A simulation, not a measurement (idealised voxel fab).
Process module, titled voxel self aligned vias
The cross-section shown here is cut; it is 200 nm wide and divided into square cells measuring 5 nm on a side.
Throughout this document, each cross-section is represented as a grid of square cells and is presented as a sequence of bands enumerated from the top downward, where a band comprises one or more rows of cells. For a band, the entry starts with two heights in nm, that of the top and then that of the bottom, and carries on with the band's materials in order from left to right, each alongside its width in nm; the word "everywhere" beside a single material means it fills the band edge to edge, and "empty" means empty space. Heads up on the height convention: 0 is the point under which the incoming wafer is all one material, and the lowest band has no bottom, it just keeps going down, like "0..down". A width given as "30 to 40" starts at the first number in the band's top row and ends at the second number in its bottom row, shifting by an equal amount at every step from row to row. "nothing was modified" -> step changed no cross-section cell. The entry "Closed void listing" lists the empty spaces that cover at least 8 cells and have no open path to the top. Each is written as width x height at distance, where the distance is measured from the left edge and all three values are in nm. On a step's line, text after the settings is the simulator commenting on that step. On any step carrying a mask, the "overlay nm" setting, if present on the step's line, tells how far right of its planned place the mask lay; negative values point to the left. Each of the pairs that make up the rest of this document says: here is the cross-section before one process step, here is the cross-section after it, drawn only down to the lowest band that changed, and here, under the pair, is the step lying between them with its settings. Different pairs may come from different runs of this module on the same starting wafer, so a pair continues from the pair above it only where its entry headed "Pre-processing view" says so.

### Pre-processing view
- 0..down = Si everywhere
- Closed void listing: none

### Section, Post-Step
- 15..0 = SiO2 everywhere
- Heights below 0 show no change.
- Closed void listing: none
For reference, the processing step occurring between the two cross-sections presented above is as follows: CONFORMAL_DEP, material SiO2, thk nm 15

Pre-processing view: the state before this step is the cross-section shown after the step in the pair just above.

### Section, Post-Step
- 20..15 = SiCN everywhere
- Heights below 15 show no change.
- Closed void listing: none
For reference, the processing step occurring between the two cross-sections presented above is as follows: CONFORMAL_DEP, material SiCN, thk nm 5

Pre-processing view: the state before this step is the cross-section shown after the step in the pair just above.

### Section, Post-Step
- 40..20 = SiO2 everywhere
- Heights below 20 show no change.
- Closed void listing: none
For reference, the processing step occurring between the two cross-sections presented above is as follows: DIRECTIONAL_DEP, material SiO2, thk nm 20

Pre-processing view: the state before this step is the cross-section shown after the step in the pair just above.

### Section, Post-Step
- 50..40 = aC everywhere
- Heights below 40 show no change.
- Closed void listing: none
For reference, the processing step occurring between the two cross-sections presented above is as follows: DIRECTIONAL_DEP, material aC, thk nm 10

Pre-processing view: the state before this step is the cross-section shown after the step in the pair just above.

### Section, Post-Step
- 75..50 = resist 55, then empty 20, then resist 45, then empty 20, then resist 60
- Heights below 50 show no change.
- Closed void listing: none
For reference, the processing step occurring between the two cross-sections presented above is as follows: PATTERN, tone open, mask id LINES, material resist, width nm 20, pitch nm 65, thk nm 25, overlay nm 0

Pre-processing view: the state before this step is the cross-section shown after the step in the pair just above.

### Section, Post-Step
- 65..50 = resist 55, then empty 20, then resist 45, then empty 20, then resist 60
- 50..40 = aC 55, then empty 20, then aC 45, then empty 20, then aC 60
- Heights below 40 show no change.
- Closed void listing: none
For reference, the processing step occurring between the two cross-sections presented above is as follows: DIRECTIONAL_ETCH, etch materials aC, depth nm 10

Pre-processing view: the state before this step is the cross-section shown after the step in the pair just above.

### Section, Post-Step
- 50..40 = aC 55, then empty 20, then aC 45, then empty 20, then aC 60
- Heights below 40 show no change.
- Closed void listing: none
For reference, the processing step occurring between the two cross-sections presented above is as follows: STRIP, etch materials resist

Pre-processing view: the state before this step is the cross-section shown after the step in the pair just above.

### Section, Post-Step
- 50..40 = aC 55, then empty 20, then aC 45, then empty 20, then aC 60
- 40..20 = SiO2 55, then empty 20, then SiO2 45, then empty 20, then SiO2 60
- Heights below 20 show no change.
- Closed void listing: none
For reference, the processing step occurring between the two cross-sections presented above is as follows: DIRECTIONAL_ETCH, etch materials SiO2, depth nm 20

Pre-processing view: the state before this step is the cross-section shown after the step in the pair just above.

### Section, Post-Step
- 40..20 = SiO2 55, then empty 20, then SiO2 45, then empty 20, then SiO2 60
- Heights below 20 show no change.
- Closed void listing: none
For reference, the processing step occurring between the two cross-sections presented above is as follows: STRIP, etch materials aC

Pre-processing view: the state before this step is the cross-section shown after the step in the pair just above.

### Section, Post-Step
- 45..40 = TiN 60, then empty 10, then TiN 55, then empty 10, then TiN 65
- 40..25 = SiO2 55, then TiN 5, then empty 10, then TiN 5, then SiO2 45, then TiN 5, then empty 10, then TiN 5, then SiO2 60
- 25..20 = SiO2 55, then TiN 20, then SiO2 45, then TiN 20, then SiO2 60
- Heights below 20 show no change.
- Closed void listing: none
For reference, the processing step occurring between the two cross-sections presented above is as follows: CONFORMAL_DEP, material TiN, thk nm 5

Pre-processing view: the state before this step is the cross-section shown after the step in the pair just above.

### Section, Post-Step
- 50..45 = Ru everywhere
- 45..40 = TiN 60, then Ru 10, then TiN 55, then Ru 10, then TiN 65
- 40..25 = SiO2 55, then TiN 5, then Ru 10, then TiN 5, then SiO2 45, then TiN 5, then Ru 10, then TiN 5, then SiO2 60
- Heights below 25 show no change.
- Closed void listing: none
For reference, the processing step occurring between the two cross-sections presented above is as follows: FILL_DEP, material Ru, thk nm 5

Pre-processing view: the state before this step is the cross-section shown after the step in the pair just above.

### Section, Post-Step
- 40..25 = SiO2 55, then TiN 5, then Ru 10, then TiN 5, then SiO2 45, then TiN 5, then Ru 10, then TiN 5, then SiO2 60
- Heights below 25 show no change.
- Closed void listing: none
For reference, the processing step occurring between the two cross-sections presented above is as follows: CMP, height nm 40

Pre-processing view: the state before this step is the cross-section shown after the step in the pair just above.

### Section, Post-Step
- 40..30 = SiO2 55, then empty 20, then SiO2 45, then empty 20, then SiO2 60
- Heights below 30 show no change.
- Closed void listing: none
For reference, the processing step occurring between the two cross-sections presented above is as follows: SELECTIVE_ETCH, etch materials W Ru TiN, depth nm 10

Pre-processing view: the state before this step is the cross-section shown after the step in the pair just above.

### Section, Post-Step
- 45..40 = SiN everywhere
- 40..30 = SiO2 55, then SiN 20, then SiO2 45, then SiN 20, then SiO2 60
- Heights below 30 show no change.
- Closed void listing: none
For reference, the processing step occurring between the two cross-sections presented above is as follows: FILL_DEP, material SiN, thk nm 5

Pre-processing view: the state before this step is the cross-section shown after the step in the pair just above.

### Section, Post-Step
- 40..30 = SiO2 55, then SiN 20, then SiO2 45, then SiN 20, then SiO2 60
- Heights below 30 show no change.
- Closed void listing: none
For reference, the processing step occurring between the two cross-sections presented above is as follows: CMP, height nm 40

Pre-processing view: the state before this step is the cross-section shown after the step in the pair just above.

### Section, Post-Step
- 60..40 = SiO2 everywhere
- Heights below 40 show no change.
- Closed void listing: none
For reference, the processing step occurring between the two cross-sections presented above is as follows: DIRECTIONAL_DEP, material SiO2, thk nm 20

Pre-processing view: the state before this step is the cross-section shown after the step in the pair just above.

### Section, Post-Step
- 80..60 = resist 45, then empty 40, then resist 25, then empty 40, then resist 50
- Heights below 60 show no change.
- Closed void listing: none
For reference, the processing step occurring between the two cross-sections presented above is as follows: PATTERN, tone open, mask id VIAS, material resist, width nm 40, pitch nm 65, thk nm 20, overlay nm 0

Pre-processing view: the state before this step is the cross-section shown after the step in the pair just above.

### Section, Post-Step
- 80..60 = resist 45, then empty 40, then resist 25, then empty 40, then resist 50
- 60..40 = SiO2 45, then empty 40, then SiO2 25, then empty 40, then SiO2 50
- Heights below 40 show no change.
- Closed void listing: none
For reference, the processing step occurring between the two cross-sections presented above is as follows: DIRECTIONAL_ETCH, etch materials SiO2, depth nm 20

Pre-processing view: the state before this step is the cross-section shown after the step in the pair just above.

### Section, Post-Step
- 80..60 = resist 45, then empty 40, then resist 25, then empty 40, then resist 50
- 60..40 = SiO2 45, then empty 40, then SiO2 25, then empty 40, then SiO2 50
- 40..30 = SiO2 55, then empty 20, then SiO2 45, then empty 20, then SiO2 60
- Heights below 30 show no change.
- Closed void listing: none
For reference, the processing step occurring between the two cross-sections presented above is as follows: DIRECTIONAL_ETCH, etch materials SiN, depth nm 10

Pre-processing view: the state before this step is the cross-section shown after the step in the pair just above.

### Section, Post-Step
- 60..40 = SiO2 45, then empty 40, then SiO2 25, then empty 40, then SiO2 50
- Heights below 40 show no change.
- Closed void listing: none
For reference, the processing step occurring between the two cross-sections presented above is as follows: STRIP, etch materials resist

Pre-processing view: the state before this step is the cross-section shown after the step in the pair just above.

### Section, Post-Step
- 65..60 = TiN 50, then empty 30, then TiN 35, then empty 30, then TiN 55
- 60..45 = SiO2 45, then TiN 5, then empty 30, then TiN 5, then SiO2 25, then TiN 5, then empty 30, then TiN 5, then SiO2 50
- 45..35 = SiO2 45 to 55, then TiN 15 to 5, then empty 10, then TiN 15 to 5, then SiO2 25 to 45, then TiN 15 to 5, then empty 10, then TiN 15 to 5, then SiO2 50 to 60
- 35..30 = SiO2 55, then TiN 20, then SiO2 45, then TiN 20, then SiO2 60
- Heights below 30 show no change.
- Closed void listing: none
For reference, the processing step occurring between the two cross-sections presented above is as follows: CONFORMAL_DEP, material TiN, thk nm 5

Pre-processing view: the state before this step is the cross-section shown after the step in the pair just above.

### Section, Post-Step
- 75..65 = W everywhere
- 65..60 = TiN 50, then W 30, then TiN 35, then W 30, then TiN 55
- 60..45 = SiO2 45, then TiN 5, then W 30, then TiN 5, then SiO2 25, then TiN 5, then W 30, then TiN 5, then SiO2 50
- 45..35 = SiO2 45 to 55, then TiN 15 to 5, then W 10, then TiN 15 to 5, then SiO2 25 to 45, then TiN 15 to 5, then W 10, then TiN 15 to 5, then SiO2 50 to 60
- Heights below 35 show no change.
- Closed void listing: none
For reference, the processing step occurring between the two cross-sections presented above is as follows: FILL_DEP, material W, thk nm 10

Pre-processing view: the state before this step is the cross-section shown after the step in the pair just above.

### Section, Post-Step
- 60..45 = SiO2 45, then TiN 5, then W 30, then TiN 5, then SiO2 25, then TiN 5, then W 30, then TiN 5, then SiO2 50
- Heights below 45 show no change.
- Closed void listing: none
For reference, the processing step occurring between the two cross-sections presented above is as follows: CMP, height nm 60

Pre-processing view: the state before this step is the cross-section shown after the step in the pair just above.

### Section, Post-Step
- 65..60 = SiN everywhere
- Heights below 60 show no change.
- Closed void listing: none
For reference, the processing step occurring between the two cross-sections presented above is as follows: CONFORMAL_DEP, material SiN, thk nm 5

### Pre-processing view
- 75..65 = W everywhere
- 65..60 = TiN 50, then W 30, then TiN 35, then W 30, then TiN 55
- 60..45 = SiO2 45, then TiN 5, then W 30, then TiN 5, then SiO2 25, then TiN 5, then W 30, then TiN 5, then SiO2 50
- 45..35 = SiO2 45 to 55, then TiN 15 to 5, then W 10, then TiN 15 to 5, then SiO2 25 to 45, then TiN 15 to 5, then W 10, then TiN 15 to 5, then SiO2 50 to 60
- 35..30 = SiO2 55, then TiN 20, then SiO2 45, then TiN 20, then SiO2 60
- 30..25 = SiO2 55, then TiN 5, then Ru 10, then TiN 5, then SiO2 45, then TiN 5, then Ru 10, then TiN 5, then SiO2 60
- 25..20 = SiO2 55, then TiN 20, then SiO2 45, then TiN 20, then SiO2 60
- 20..15 = SiCN everywhere
- 15..0 = SiO2 everywhere
- 0..down = Si everywhere
- Closed void listing: none

### Section, Post-Step
- 80..75 = SiN everywhere
- Heights below 75 show no change.
- Closed void listing: none
For reference, the processing step occurring between the two cross-sections presented above is as follows: CONFORMAL_DEP, material SiN, thk nm 5

### Pre-processing view
- 15..0 = SiO2 everywhere
- 0..down = Si everywhere
- Closed void listing: none

### Section, Post-Step
- 30..0 = SiO2 everywhere
- Heights below 0 show no change.
- Closed void listing: none
For reference, the processing step occurring between the two cross-sections presented above is as follows: CONFORMAL_DEP, material SiO2, thk nm 15

Pre-processing view: the state before this step is the cross-section shown after the step in the pair just above.

### Section, Post-Step
- 35..30 = SiCN everywhere
- Heights below 30 show no change.
- Closed void listing: none
For reference, the processing step occurring between the two cross-sections presented above is as follows: CONFORMAL_DEP, material SiCN, thk nm 5

Pre-processing view: the state before this step is the cross-section shown after the step in the pair just above.

### Section, Post-Step
- 55..35 = SiO2 everywhere
- Heights below 35 show no change.
- Closed void listing: none
For reference, the processing step occurring between the two cross-sections presented above is as follows: DIRECTIONAL_DEP, material SiO2, thk nm 20

Pre-processing view: the state before this step is the cross-section shown after the step in the pair just above.

### Section, Post-Step
- 65..55 = aC everywhere
- Heights below 55 show no change.
- Closed void listing: none
For reference, the processing step occurring between the two cross-sections presented above is as follows: DIRECTIONAL_DEP, material aC, thk nm 10

Pre-processing view: the state before this step is the cross-section shown after the step in the pair just above.

### Section, Post-Step
- 90..65 = resist 55, then empty 20, then resist 45, then empty 20, then resist 60
- Heights below 65 show no change.
- Closed void listing: none
For reference, the processing step occurring between the two cross-sections presented above is as follows: PATTERN, tone open, mask id LINES, material resist, width nm 20, pitch nm 65, thk nm 25, overlay nm 0

Pre-processing view: the state before this step is the cross-section shown after the step in the pair just above.

### Section, Post-Step
- 80..65 = resist 55, then empty 20, then resist 45, then empty 20, then resist 60
- 65..55 = aC 55, then empty 20, then aC 45, then empty 20, then aC 60
- Heights below 55 show no change.
- Closed void listing: none
For reference, the processing step occurring between the two cross-sections presented above is as follows: DIRECTIONAL_ETCH, etch materials aC, depth nm 10

Pre-processing view: the state before this step is the cross-section shown after the step in the pair just above.

### Section, Post-Step
- 65..55 = aC 55, then empty 20, then aC 45, then empty 20, then aC 60
- Heights below 55 show no change.
- Closed void listing: none
For reference, the processing step occurring between the two cross-sections presented above is as follows: STRIP, etch materials resist

Pre-processing view: the state before this step is the cross-section shown after the step in the pair just above.

### Section, Post-Step
- 65..55 = aC 55, then empty 20, then aC 45, then empty 20, then aC 60
- 55..35 = SiO2 55, then empty 20, then SiO2 45, then empty 20, then SiO2 60
- Heights below 35 show no change.
- Closed void listing: none
For reference, the processing step occurring between the two cross-sections presented above is as follows: DIRECTIONAL_ETCH, etch materials SiO2, depth nm 20

Pre-processing view: the state before this step is the cross-section shown after the step in the pair just above.

### Section, Post-Step
- 55..35 = SiO2 55, then empty 20, then SiO2 45, then empty 20, then SiO2 60
- Heights below 35 show no change.
- Closed void listing: none
For reference, the processing step occurring between the two cross-sections presented above is as follows: STRIP, etch materials aC

Pre-processing view: the state before this step is the cross-section shown after the step in the pair just above.

### Section, Post-Step
- 60..55 = TiN 60, then empty 10, then TiN 55, then empty 10, then TiN 65
- 55..40 = SiO2 55, then TiN 5, then empty 10, then TiN 5, then SiO2 45, then TiN 5, then empty 10, then TiN 5, then SiO2 60
- 40..35 = SiO2 55, then TiN 20, then SiO2 45, then TiN 20, then SiO2 60
- Heights below 35 show no change.
- Closed void listing: none
For reference, the processing step occurring between the two cross-sections presented above is as follows: CONFORMAL_DEP, material TiN, thk nm 5

Pre-processing view: the state before this step is the cross-section shown after the step in the pair just above.

### Section, Post-Step
- 65..60 = Ru everywhere
- 60..55 = TiN 60, then Ru 10, then TiN 55, then Ru 10, then TiN 65
- 55..40 = SiO2 55, then TiN 5, then Ru 10, then TiN 5, then SiO2 45, then TiN 5, then Ru 10, then TiN 5, then SiO2 60
- Heights below 40 show no change.
- Closed void listing: none
For reference, the processing step occurring between the two cross-sections presented above is as follows: FILL_DEP, material Ru, thk nm 5

Pre-processing view: the state before this step is the cross-section shown after the step in the pair just above.

### Section, Post-Step
- 40..35 = SiO2 55, then TiN 20, then SiO2 45, then TiN 20, then SiO2 60
- Heights below 35 show no change.
- Closed void listing: none
For reference, the processing step occurring between the two cross-sections presented above is as follows: CMP, height nm 40

Pre-processing view: the state before this step is the cross-section shown after the step in the pair just above.

### Section, Post-Step
- 40..35 = SiO2 55, then empty 20, then SiO2 45, then empty 20, then SiO2 60
- Heights below 35 show no change.
- Closed void listing: none
For reference, the processing step occurring between the two cross-sections presented above is as follows: SELECTIVE_ETCH, etch materials W Ru TiN, depth nm 10

Pre-processing view: the state before this step is the cross-section shown after the step in the pair just above.

### Section, Post-Step
- 45..40 = SiN everywhere
- 40..35 = SiO2 55, then SiN 20, then SiO2 45, then SiN 20, then SiO2 60
- Heights below 35 show no change.
- Closed void listing: none
For reference, the processing step occurring between the two cross-sections presented above is as follows: FILL_DEP, material SiN, thk nm 5

Pre-processing view: the state before this step is the cross-section shown after the step in the pair just above.

### Section, Post-Step
- 40..35 = SiO2 55, then SiN 20, then SiO2 45, then SiN 20, then SiO2 60
- Heights below 35 show no change.
- Closed void listing: none
For reference, the processing step occurring between the two cross-sections presented above is as follows: CMP, height nm 40

Pre-processing view: the state before this step is the cross-section shown after the step in the pair just above.

### Section, Post-Step
- 60..40 = SiO2 everywhere
- Heights below 40 show no change.
- Closed void listing: none
For reference, the processing step occurring between the two cross-sections presented above is as follows: DIRECTIONAL_DEP, material SiO2, thk nm 20

Pre-processing view: the state before this step is the cross-section shown after the step in the pair just above.

### Section, Post-Step
- 80..60 = resist 45, then empty 40, then resist 25, then empty 40, then resist 50
- Heights below 60 show no change.
- Closed void listing: none
For reference, the processing step occurring between the two cross-sections presented above is as follows: PATTERN, tone open, mask id VIAS, material resist, width nm 40, pitch nm 65, thk nm 20, overlay nm 0

Pre-processing view: the state before this step is the cross-section shown after the step in the pair just above.

### Section, Post-Step
- 80..60 = resist 45, then empty 40, then resist 25, then empty 40, then resist 50
- 60..40 = SiO2 45, then empty 40, then SiO2 25, then empty 40, then SiO2 50
- Heights below 40 show no change.
- Closed void listing: none
For reference, the processing step occurring between the two cross-sections presented above is as follows: DIRECTIONAL_ETCH, etch materials SiO2, depth nm 20

Pre-processing view: the state before this step is the cross-section shown after the step in the pair just above.

### Section, Post-Step
- 80..60 = resist 45, then empty 40, then resist 25, then empty 40, then resist 50
- 60..40 = SiO2 45, then empty 40, then SiO2 25, then empty 40, then SiO2 50
- 40..35 = SiO2 55, then empty 20, then SiO2 45, then empty 20, then SiO2 60
- Heights below 35 show no change.
- Closed void listing: none
For reference, the processing step occurring between the two cross-sections presented above is as follows: DIRECTIONAL_ETCH, etch materials SiN, depth nm 10

Pre-processing view: the state before this step is the cross-section shown after the step in the pair just above.

### Section, Post-Step
- 60..40 = SiO2 45, then empty 40, then SiO2 25, then empty 40, then SiO2 50
- Heights below 40 show no change.
- Closed void listing: none
For reference, the processing step occurring between the two cross-sections presented above is as follows: STRIP, etch materials resist

Pre-processing view: the state before this step is the cross-section shown after the step in the pair just above.

### Section, Post-Step
- 65..60 = TiN 50, then empty 30, then TiN 35, then empty 30, then TiN 55
- 60..45 = SiO2 45, then TiN 5, then empty 30, then TiN 5, then SiO2 25, then TiN 5, then empty 30, then TiN 5, then SiO2 50
- 45..40 = SiO2 45, then TiN 15, then empty 10, then TiN 15, then SiO2 25, then TiN 15, then empty 10, then TiN 15, then SiO2 50
- 40..35 = SiO2 55, then TiN 20, then SiO2 45, then TiN 20, then SiO2 60
- Heights below 35 show no change.
- Closed void listing: none
For reference, the processing step occurring between the two cross-sections presented above is as follows: CONFORMAL_DEP, material TiN, thk nm 5

Pre-processing view: the state before this step is the cross-section shown after the step in the pair just above.

### Section, Post-Step
- 75..65 = W everywhere
- 65..60 = TiN 50, then W 30, then TiN 35, then W 30, then TiN 55
- 60..45 = SiO2 45, then TiN 5, then W 30, then TiN 5, then SiO2 25, then TiN 5, then W 30, then TiN 5, then SiO2 50
- 45..40 = SiO2 45, then TiN 15, then W 10, then TiN 15, then SiO2 25, then TiN 15, then W 10, then TiN 15, then SiO2 50
- Heights below 40 show no change.
- Closed void listing: none
For reference, the processing step occurring between the two cross-sections presented above is as follows: FILL_DEP, material W, thk nm 10

Pre-processing view: the state before this step is the cross-section shown after the step in the pair just above.

### Section, Post-Step
- 60..45 = SiO2 45, then TiN 5, then W 30, then TiN 5, then SiO2 25, then TiN 5, then W 30, then TiN 5, then SiO2 50
- Heights below 45 show no change.
- Closed void listing: none
For reference, the processing step occurring between the two cross-sections presented above is as follows: CMP, height nm 60

Pre-processing view: the state before this step is the cross-section shown after the step in the pair just above.

### Section, Post-Step
- 65..60 = SiN everywhere
- Heights below 60 show no change.
- Closed void listing: none
For reference, the processing step occurring between the two cross-sections presented above is as follows: CONFORMAL_DEP, material SiN, thk nm 5

### Pre-processing view
- 0..down = Si everywhere
- Closed void listing: none

### Section, Post-Step
- 5..0 = SiCN everywhere
- Heights below 0 show no change.
- Closed void listing: none
For reference, the processing step occurring between the two cross-sections presented above is as follows: CONFORMAL_DEP, material SiCN, thk nm 5

Pre-processing view: the state before this step is the cross-section shown after the step in the pair just above.

### Section, Post-Step
- 20..5 = SiO2 everywhere
- Heights below 5 show no change.
- Closed void listing: none
For reference, the processing step occurring between the two cross-sections presented above is as follows: CONFORMAL_DEP, material SiO2, thk nm 15

Pre-processing view: the state before this step is the cross-section shown after the step in the pair just above.

### Section, Post-Step
- 40..5 = SiO2 everywhere
- Heights below 5 show no change.
- Closed void listing: none
For reference, the processing step occurring between the two cross-sections presented above is as follows: DIRECTIONAL_DEP, material SiO2, thk nm 20

Pre-processing view: the state before this step is the cross-section shown after the step in the pair just above.

### Section, Post-Step
- 50..40 = aC everywhere
- Heights below 40 show no change.
- Closed void listing: none
For reference, the processing step occurring between the two cross-sections presented above is as follows: DIRECTIONAL_DEP, material aC, thk nm 10

Pre-processing view: the state before this step is the cross-section shown after the step in the pair just above.

### Section, Post-Step
- 75..50 = resist 55, then empty 20, then resist 45, then empty 20, then resist 60
- Heights below 50 show no change.
- Closed void listing: none
For reference, the processing step occurring between the two cross-sections presented above is as follows: PATTERN, tone open, mask id LINES, material resist, width nm 20, pitch nm 65, thk nm 25, overlay nm 0

Pre-processing view: the state before this step is the cross-section shown after the step in the pair just above.

### Section, Post-Step
- 65..50 = resist 55, then empty 20, then resist 45, then empty 20, then resist 60
- 50..40 = aC 55, then empty 20, then aC 45, then empty 20, then aC 60
- Heights below 40 show no change.
- Closed void listing: none
For reference, the processing step occurring between the two cross-sections presented above is as follows: DIRECTIONAL_ETCH, etch materials aC, depth nm 10

Pre-processing view: the state before this step is the cross-section shown after the step in the pair just above.

### Section, Post-Step
- 50..40 = aC 55, then empty 20, then aC 45, then empty 20, then aC 60
- Heights below 40 show no change.
- Closed void listing: none
For reference, the processing step occurring between the two cross-sections presented above is as follows: STRIP, etch materials resist

Pre-processing view: the state before this step is the cross-section shown after the step in the pair just above.

### Section, Post-Step
- 50..40 = aC 55, then empty 20, then aC 45, then empty 20, then aC 60
- 40..20 = SiO2 55, then empty 20, then SiO2 45, then empty 20, then SiO2 60
- Heights below 20 show no change.
- Closed void listing: none
For reference, the processing step occurring between the two cross-sections presented above is as follows: DIRECTIONAL_ETCH, etch materials SiO2, depth nm 20

Pre-processing view: the state before this step is the cross-section shown after the step in the pair just above.

### Section, Post-Step
- 40..20 = SiO2 55, then empty 20, then SiO2 45, then empty 20, then SiO2 60
- Heights below 20 show no change.
- Closed void listing: none
For reference, the processing step occurring between the two cross-sections presented above is as follows: STRIP, etch materials aC

Pre-processing view: the state before this step is the cross-section shown after the step in the pair just above.

### Section, Post-Step
- 45..40 = TiN 60, then empty 10, then TiN 55, then empty 10, then TiN 65
- 40..25 = SiO2 55, then TiN 5, then empty 10, then TiN 5, then SiO2 45, then TiN 5, then empty 10, then TiN 5, then SiO2 60
- 25..20 = SiO2 55, then TiN 20, then SiO2 45, then TiN 20, then SiO2 60
- Heights below 20 show no change.
- Closed void listing: none
For reference, the processing step occurring between the two cross-sections presented above is as follows: CONFORMAL_DEP, material TiN, thk nm 5

Pre-processing view: the state before this step is the cross-section shown after the step in the pair just above.

### Section, Post-Step
- 50..45 = Ru everywhere
- 45..40 = TiN 60, then Ru 10, then TiN 55, then Ru 10, then TiN 65
- 40..25 = SiO2 55, then TiN 5, then Ru 10, then TiN 5, then SiO2 45, then TiN 5, then Ru 10, then TiN 5, then SiO2 60
- Heights below 25 show no change.
- Closed void listing: none
For reference, the processing step occurring between the two cross-sections presented above is as follows: FILL_DEP, material Ru, thk nm 5

Pre-processing view: the state before this step is the cross-section shown after the step in the pair just above.

### Section, Post-Step
- 40..25 = SiO2 55, then TiN 5, then Ru 10, then TiN 5, then SiO2 45, then TiN 5, then Ru 10, then TiN 5, then SiO2 60
- Heights below 25 show no change.
- Closed void listing: none
For reference, the processing step occurring between the two cross-sections presented above is as follows: CMP, height nm 40

Pre-processing view: the state before this step is the cross-section shown after the step in the pair just above.

### Section, Post-Step
- 40..30 = SiO2 55, then empty 20, then SiO2 45, then empty 20, then SiO2 60
- Heights below 30 show no change.
- Closed void listing: none
For reference, the processing step occurring between the two cross-sections presented above is as follows: SELECTIVE_ETCH, etch materials W Ru TiN, depth nm 10

Pre-processing view: the state before this step is the cross-section shown after the step in the pair just above.

### Section, Post-Step
- 45..40 = SiN everywhere
- 40..30 = SiO2 55, then SiN 20, then SiO2 45, then SiN 20, then SiO2 60
- Heights below 30 show no change.
- Closed void listing: none
For reference, the processing step occurring between the two cross-sections presented above is as follows: FILL_DEP, material SiN, thk nm 5

Pre-processing view: the state before this step is the cross-section shown after the step in the pair just above.

### Section, Post-Step
- 40..30 = SiO2 55, then SiN 20, then SiO2 45, then SiN 20, then SiO2 60
- Heights below 30 show no change.
- Closed void listing: none
For reference, the processing step occurring between the two cross-sections presented above is as follows: CMP, height nm 40

Pre-processing view: the state before this step is the cross-section shown after the step in the pair just above.

### Section, Post-Step
- 60..40 = SiO2 everywhere
- Heights below 40 show no change.
- Closed void listing: none
For reference, the processing step occurring between the two cross-sections presented above is as follows: DIRECTIONAL_DEP, material SiO2, thk nm 20

Pre-processing view: the state before this step is the cross-section shown after the step in the pair just above.

### Section, Post-Step
- 80..60 = resist 45, then empty 40, then resist 25, then empty 40, then resist 50
- Heights below 60 show no change.
- Closed void listing: none
For reference, the processing step occurring between the two cross-sections presented above is as follows: PATTERN, tone open, mask id VIAS, material resist, width nm 40, pitch nm 65, thk nm 20, overlay nm 0

Pre-processing view: the state before this step is the cross-section shown after the step in the pair just above.

### Section, Post-Step
- 80..60 = resist 45, then empty 40, then resist 25, then empty 40, then resist 50
- 60..40 = SiO2 45, then empty 40, then SiO2 25, then empty 40, then SiO2 50
- Heights below 40 show no change.
- Closed void listing: none
For reference, the processing step occurring between the two cross-sections presented above is as follows: DIRECTIONAL_ETCH, etch materials SiO2, depth nm 20

Pre-processing view: the state before this step is the cross-section shown after the step in the pair just above.

### Section, Post-Step
- 80..60 = resist 45, then empty 40, then resist 25, then empty 40, then resist 50
- 60..40 = SiO2 45, then empty 40, then SiO2 25, then empty 40, then SiO2 50
- 40..30 = SiO2 55, then empty 20, then SiO2 45, then empty 20, then SiO2 60
- Heights below 30 show no change.
- Closed void listing: none
For reference, the processing step occurring between the two cross-sections presented above is as follows: DIRECTIONAL_ETCH, etch materials SiN, depth nm 10

Pre-processing view: the state before this step is the cross-section shown after the step in the pair just above.

### Section, Post-Step
- 60..40 = SiO2 45, then empty 40, then SiO2 25, then empty 40, then SiO2 50
- Heights below 40 show no change.
- Closed void listing: none
For reference, the processing step occurring between the two cross-sections presented above is as follows: STRIP, etch materials resist

Pre-processing view: the state before this step is the cross-section shown after the step in the pair just above.

### Section, Post-Step
- 65..60 = TiN 50, then empty 30, then TiN 35, then empty 30, then TiN 55
- 60..45 = SiO2 45, then TiN 5, then empty 30, then TiN 5, then SiO2 25, then TiN 5, then empty 30, then TiN 5, then SiO2 50
- 45..35 = SiO2 45 to 55, then TiN 15 to 5, then empty 10, then TiN 15 to 5, then SiO2 25 to 45, then TiN 15 to 5, then empty 10, then TiN 15 to 5, then SiO2 50 to 60
- 35..30 = SiO2 55, then TiN 20, then SiO2 45, then TiN 20, then SiO2 60
- Heights below 30 show no change.
- Closed void listing: none
For reference, the processing step occurring between the two cross-sections presented above is as follows: CONFORMAL_DEP, material TiN, thk nm 5

Pre-processing view: the state before this step is the cross-section shown after the step in the pair just above.

### Section, Post-Step
- 75..65 = W everywhere
- 65..60 = TiN 50, then W 30, then TiN 35, then W 30, then TiN 55
- 60..45 = SiO2 45, then TiN 5, then W 30, then TiN 5, then SiO2 25, then TiN 5, then W 30, then TiN 5, then SiO2 50
- 45..35 = SiO2 45 to 55, then TiN 15 to 5, then W 10, then TiN 15 to 5, then SiO2 25 to 45, then TiN 15 to 5, then W 10, then TiN 15 to 5, then SiO2 50 to 60
- Heights below 35 show no change.
- Closed void listing: none
For reference, the processing step occurring between the two cross-sections presented above is as follows: FILL_DEP, material W, thk nm 10

Pre-processing view: the state before this step is the cross-section shown after the step in the pair just above.

### Section, Post-Step
- 60..45 = SiO2 45, then TiN 5, then W 30, then TiN 5, then SiO2 25, then TiN 5, then W 30, then TiN 5, then SiO2 50
- Heights below 45 show no change.
- Closed void listing: none
For reference, the processing step occurring between the two cross-sections presented above is as follows: CMP, height nm 60

Pre-processing view: the state before this step is the cross-section shown after the step in the pair just above.

### Section, Post-Step
- 65..60 = SiN everywhere
- Heights below 60 show no change.
- Closed void listing: none
For reference, the processing step occurring between the two cross-sections presented above is as follows: CONFORMAL_DEP, material SiN, thk nm 5

### Pre-processing view
- 75..65 = W everywhere
- 65..60 = TiN 50, then W 30, then TiN 35, then W 30, then TiN 55
- 60..45 = SiO2 45, then TiN 5, then W 30, then TiN 5, then SiO2 25, then TiN 5, then W 30, then TiN 5, then SiO2 50
- 45..35 = SiO2 45 to 55, then TiN 15 to 5, then W 10, then TiN 15 to 5, then SiO2 25 to 45, then TiN 15 to 5, then W 10, then TiN 15 to 5, then SiO2 50 to 60
- 35..30 = SiO2 55, then TiN 20, then SiO2 45, then TiN 20, then SiO2 60
- 30..25 = SiO2 55, then TiN 5, then Ru 10, then TiN 5, then SiO2 45, then TiN 5, then Ru 10, then TiN 5, then SiO2 60
- 25..20 = SiO2 55, then TiN 20, then SiO2 45, then TiN 20, then SiO2 60
- 20..15 = SiCN everywhere
- 15..0 = SiO2 everywhere
- 0..down = Si everywhere
- Closed void listing: none

### Section, Post-Step
- 50..40 = SiO2 45, then TiN 5 to 15, then W 30 to 10, then TiN 5 to 15, then SiO2 25, then TiN 5 to 15, then W 30 to 10, then TiN 5 to 15, then SiO2 50
- Heights below 40 show no change.
- Closed void listing: none
For reference, the processing step occurring between the two cross-sections presented above is as follows: CMP, height nm 50

Pre-processing view: the state before this step is the cross-section shown after the step in the pair just above.

### Section, Post-Step
- 55..50 = SiN everywhere
- Heights below 50 show no change.
- Closed void listing: none
For reference, the processing step occurring between the two cross-sections presented above is as follows: CONFORMAL_DEP, material SiN, thk nm 5
